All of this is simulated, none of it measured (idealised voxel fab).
process module | voxel released beams
cross-section cut | 300 nm wide | cells 5 nm
A cross-section is a grid of square cells, given in bands from the top down. A band is one or more rows of cells.
Each band's line starts with the height of the band's top and of its bottom, in nm. Then come its materials from left to right, each with its width in nm. One material with "throughout" fills the band from edge to edge. "air" is empty space.
Height 0 is the level under which the wafer as received is all one material. The lowest band goes on downwards, as in "0 down".
A width such as "30 to 40" changes by the same amount from each row of cells to the next, from the band's top row to its bottom row.
"no change" after a step means that no cell of the cross-section changed.
closed voids: empty space of 8 cells or more with no open way to the top, each as width x height at its distance from the left edge, in nm
after a step's settings: what the simulator itself notes on the step
overlay nm, on a step with a mask: how far to the right of its planned place the mask lay; to the left if negative
plan
1 op RECEIVE | material Si
2 op CONFORMAL_DEP | material Al2O3 | thk nm 10
3 op DIRECTIONAL_DEP | material SiO2 | thk nm 15
4 op MASKED_ETCH | tone open | mask id ANCHOR | width nm 35 | etch materials SiO2 | depth nm 15 | overlay nm 0
5 op CONFORMAL_DEP | material W | thk nm 10
6 op PATTERN | tone cover | mask id BEAM | material resist | width nm 100 | thk nm 20 | overlay nm 0
7 op DIRECTIONAL_ETCH | etch materials W | depth nm 10
8 op STRIP | etch materials resist
9 op STRIP | etch materials SiO2
as received, after step 1
  0 down: Si throughout
  closed voids: none
a wafer at the end: this start, this plan, one mistake
  25 to 15: air 95 | W 15 | air 15 | W 70 | air 105
  15 to 10: air 100 | W 10 | air 15 | W 10 | air 165
  10 to 0: air 100 | W 35 | air 165
  0 down: Si throughout
  closed voids: none
what went wrong: step 2 was left out
